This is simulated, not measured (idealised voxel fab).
process module | voxel spacer lines
cross-section cut | 190 nm wide | cells 5 nm
A cross-section is a grid of square cells, given in bands from the top down. A band is one or more rows of cells.
Each band's line starts with the height of the band's top and of its bottom, in nm. Then come its materials from left to right, each with its width in nm. One material with "throughout" fills the band from edge to edge. "air" is empty space.
Height 0 is the level under which the wafer as received is all one material. The lowest band goes on downwards, as in "0 down".
A width such as "30 to 40" changes by the same amount from each row of cells to the next, from the band's top row to its bottom row.
"no change" after a step means that no cell of the cross-section changed.
closed voids: empty space of 8 cells or more with no open way to the top, each as width x height at its distance from the left edge, in nm
after a step's settings: what the simulator itself notes on the step
overlay nm, on a step with a mask: how far to the right of its planned place the mask lay; to the left if negative
plan
1 op RECEIVE | material Si
2 op CONFORMAL_DEP | material Al2O3 | thk nm 10
3 op DIRECTIONAL_DEP | material TiN | thk nm 10
4 op DIRECTIONAL_DEP | material aC | thk nm 30
5 op PATTERN | tone cover | mask id MANDREL | material resist | width nm 15 | pitch nm 50 | thk nm 40 | overlay nm 0
6 op DIRECTIONAL_ETCH | etch materials aC | depth nm 30
7 op STRIP | etch materials resist
8 op CONFORMAL_DEP | material SiN | thk nm 10
9 op DIRECTIONAL_ETCH | etch materials SiN | depth nm 10
10 op STRIP | etch materials aC
11 op DIRECTIONAL_ETCH | etch materials TiN | depth nm 10
12 op STRIP | etch materials SiN
as received, after step 1
  0 down: Si throughout
  closed voids: none
a wafer at the end: this start, this plan, one mistake
  20 to 10: Al2O3 throughout
  10 to 0: TiN throughout
  0 down: Si throughout
  closed voids: none
what went wrong: steps 2 and 3 were swapped
